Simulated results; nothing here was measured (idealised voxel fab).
process module | voxel transistor to metal
cross-section cut | 180 nm wide | cells 5 nm
A cross-section is a grid of square cells, given in bands from the top down. A band is one or more rows of cells.
Each band's line starts with the height of the band's top and of its bottom, in nm. Then come its materials from left to right, each with its width in nm. One material with "throughout" fills the band from edge to edge. "air" is empty space.
Height 0 is the level under which the wafer as received is all one material. The lowest band goes on downwards, as in "0 down".
A width such as "30 to 40" changes by the same amount from each row of cells to the next, from the band's top row to its bottom row.
"no change" after a step means that no cell of the cross-section changed.
closed voids: empty space of 8 cells or more with no open way to the top, each as width x height at its distance from the left edge, in nm
after a step's settings: what the simulator itself notes on the step
overlay nm, on a step with a mask: how far to the right of its planned place the mask lay; to the left if negative
plan
1 op RECEIVE | material Si
2 op OXIDIZE | depth nm 5
3 op CONFORMAL_DEP | material SiN | thk nm 15
4 op DIRECTIONAL_DEP | material aC | thk nm 10
5 op PATTERN | tone cover | mask id ACTIVE | material resist | width nm 100 | thk nm 25 | overlay nm 0
6 op DIRECTIONAL_ETCH | etch materials aC | depth nm 10
7 op STRIP | etch materials resist
8 op DIRECTIONAL_ETCH | etch materials SiN | depth nm 15
9 op DIRECTIONAL_ETCH | etch materials SiO2 | depth nm 5
10 op DIRECTIONAL_ETCH | etch materials Si | depth nm 30
11 op STRIP | etch materials aC
12 op FILL_DEP | material SiO2 | thk nm 5
13 op CMP | height nm 15
14 op SELECTIVE_ETCH | etch materials SiO2 | depth nm 15
15 op STRIP | etch materials SiN
16 op SELECTIVE_ETCH | etch materials SiO2 | depth nm 5
17 op OXIDIZE | depth nm 5
18 op DIRECTIONAL_DEP | material polySi | thk nm 30
19 op DIRECTIONAL_DEP | material SiCN | thk nm 15
20 op PATTERN | tone cover | mask id GATE | material resist | width nm 20 | thk nm 20 | overlay nm 0
21 op DIRECTIONAL_ETCH | etch materials SiCN | depth nm 25
22 op DIRECTIONAL_ETCH | etch materials polySi | depth nm 40
23 op STRIP | etch materials resist
24 op CONFORMAL_DEP | material SiO2 | thk nm 5
25 op DIRECTIONAL_ETCH | etch materials SiO2 | depth nm 5
26 op CONFORMAL_DEP | material SiN | thk nm 10
27 op DIRECTIONAL_ETCH | etch materials SiN | depth nm 10
28 op DIRECTIONAL_ETCH | etch materials SiO2 | depth nm 5
29 op EPI | material SiGe | thk nm 5
30 op FILL_DEP | material SiO2 | thk nm 10
31 op CMP | height nm 40
32 op DIRECTIONAL_DEP | material SiO2 | thk nm 15
33 op MASKED_ETCH | tone open | mask id CONTACT | width nm 30 | pitch nm 60 | etch materials SiO2 | depth nm 60 | overlay nm -15
34 op CONFORMAL_DEP | material TiN | thk nm 5
35 op FILL_DEP | material W | thk nm 10
36 op CMP | height nm 55
37 op CONFORMAL_DEP | material SiCN | thk nm 5
38 op DIRECTIONAL_DEP | material lowk | thk nm 20
39 op MASKED_ETCH | tone open | mask id METAL_1 | width nm 15 | pitch nm 75 | etch materials lowk | depth nm 20 | overlay nm 0
40 op MASKED_ETCH | tone open | mask id METAL_1 | width nm 15 | pitch nm 75 | etch materials SiCN | depth nm 5 | overlay nm 0
41 op CONFORMAL_DEP | material TiN | thk nm 5
42 op FILL_DEP | material Cu | thk nm 5
43 op CMP | height nm 80
44 op EPI | material Ru | thk nm 5
45 op FILL_DEP | material SiCN | thk nm 5
46 op DIRECTIONAL_DEP | material lowk | thk nm 30
47 op MASKED_ETCH | tone open | mask id METAL_2 | width nm 15 | pitch nm 75 | etch materials lowk | depth nm 15 | overlay nm 0
48 op PATTERN | tone open | mask id METAL_2_HOLES | material resist | width nm 15 | pitch nm 75 | thk nm 20 | overlay nm 0
49 op DIRECTIONAL_ETCH | etch materials lowk | depth nm 15
50 op DIRECTIONAL_ETCH | etch materials SiCN | depth nm 5
51 op STRIP | etch materials resist
52 op CONFORMAL_DEP | material TiN | thk nm 5
53 op FILL_DEP | material Cu | thk nm 10
54 op CMP | height nm 120
55 op CONFORMAL_DEP | material SiCN | thk nm 5
varied across the wafers: overlay nm of step 33. The plan shows the first wafer's value. All wafers start alike
first wafer as received, after step 1
  0 down: Si throughout
  closed voids: none
first wafer at the end, after step 55
  125 to 120: SiCN throughout
  120 to 90: lowk 45 | TiN 5 | Cu 5 | TiN 5 | lowk 60 | TiN 5 | Cu 5 | TiN 5 | lowk 45
  90 to 85: SiCN 45 | TiN 15 | SiCN 60 | TiN 15 | SiCN 45
  85 to 80: SiCN 40 | Ru 25 | SiCN 50 | Ru 25 | SiCN 40
  80 to 60: lowk 45 | TiN 5 | Cu 5 | TiN 5 | lowk 60 | TiN 5 | Cu 5 | TiN 5 | lowk 45
  60 to 55: SiCN 45 | TiN 15 | SiCN 60 | TiN 15 | SiCN 45
  55 to 45: SiO2 30 | TiN 5 | W 20 | TiN 5 | SiO2 30 | TiN 5 | W 20 | TiN 5 | SiO2 60
  45 to 40: SiO2 30 | TiN 5 | W 20 | TiN 5 | SiO2 30 | TiN 30 | SiO2 60
  40 to 25: SiO2 30 | TiN 5 | W 20 | TiN 5 | SiO2 5 | SiN 10 | SiO2 5 | SiCN 20 | TiN 5 | SiN 10 | TiN 5 | SiO2 60
  25 to 0: SiO2 30 | TiN 5 | W 20 | TiN 5 | SiO2 5 | SiN 10 | SiO2 5 | polySi 20 | TiN 5 | SiN 10 | TiN 5 | SiO2 60
  0 to -5: SiO2 30 | TiN 30 | SiO2 5 | SiN 10 | SiO2 5 | polySi 20 | TiN 5 | SiN 10 | TiN 5 | SiO2 60
  -5 to -10: SiO2 35 | SiGe 30 | SiO2 50 | SiGe 30 | SiO2 35
  -10 to -35: SiO2 40 | Si 100 | SiO2 40
  -35 down: Si throughout
  closed voids: none
last wafer at the end
  125 to 120: SiCN throughout
  120 to 90: lowk 45 | TiN 5 | Cu 5 | TiN 5 | lowk 60 | TiN 5 | Cu 5 | TiN 5 | lowk 45
  90 to 85: SiCN 45 | TiN 15 | SiCN 60 | TiN 15 | SiCN 45
  85 to 80: SiCN 40 | Ru 25 | SiCN 50 | Ru 25 | SiCN 40
  80 to 60: lowk 45 | TiN 5 | Cu 5 | TiN 5 | lowk 60 | TiN 5 | Cu 5 | TiN 5 | lowk 45
  60 to 55: SiCN 45 | TiN 15 | SiCN 60 | TiN 15 | SiCN 45
  55 to 45: SiO2 60 | TiN 5 | W 20 | TiN 5 | SiO2 30 | TiN 5 | W 20 | TiN 5 | SiO2 30
  45 to 40: SiO2 60 | TiN 30 | SiO2 30 | TiN 5 | W 20 | TiN 5 | SiO2 30
  40 to 25: SiO2 60 | TiN 5 | SiN 10 | TiN 5 | SiCN 20 | SiO2 5 | SiN 10 | SiO2 5 | TiN 5 | W 20 | TiN 5 | SiO2 30
  25 to 0: SiO2 60 | TiN 5 | SiN 10 | TiN 5 | polySi 20 | SiO2 5 | SiN 10 | SiO2 5 | TiN 5 | W 20 | TiN 5 | SiO2 30
  0 to -5: SiO2 60 | TiN 5 | SiN 10 | TiN 5 | polySi 20 | SiO2 5 | SiN 10 | SiO2 5 | TiN 30 | SiO2 30
  -5 to -10: SiO2 35 | SiGe 30 | SiO2 50 | SiGe 30 | SiO2 35
  -10 to -35: SiO2 40 | Si 100 | SiO2 40
  -35 down: Si throughout
  closed voids: none
each wafer at the end: cells of each material gained (+) or lost (-) since it was received, then its closed voids
overlay nm -15 | +20 Cu | +10 Ru | -152 Si | +134 SiCN | +12 SiGe | +36 SiN | +356 SiO2 | +108 TiN | +52 W | +300 lowk | +24 polySi | closed voids: none
overlay nm -10 | +20 Cu | +10 Ru | -152 Si | +134 SiCN | +12 SiGe | +36 SiN | +347 SiO2 | +117 TiN | +52 W | +300 lowk | +24 polySi | closed voids: none
overlay nm -5 | +20 Cu | +10 Ru | -152 Si | +134 SiCN | +12 SiGe | +36 SiN | +347 SiO2 | +117 TiN | +52 W | +300 lowk | +24 polySi | closed voids: none
overlay nm 0 | +20 Cu | +10 Ru | -152 Si | +134 SiCN | +12 SiGe | +36 SiN | +356 SiO2 | +108 TiN | +52 W | +300 lowk | +24 polySi | closed voids: none
overlay nm 5 | +20 Cu | +10 Ru | -152 Si | +134 SiCN | +12 SiGe | +36 SiN | +347 SiO2 | +117 TiN | +52 W | +300 lowk | +24 polySi | closed voids: none
overlay nm 10 | +20 Cu | +10 Ru | -152 Si | +134 SiCN | +12 SiGe | +36 SiN | +347 SiO2 | +117 TiN | +52 W | +300 lowk | +24 polySi | closed voids: none
overlay nm 15 | +20 Cu | +10 Ru | -152 Si | +134 SiCN | +12 SiGe | +36 SiN | +356 SiO2 | +108 TiN | +52 W | +300 lowk | +24 polySi | closed voids: none
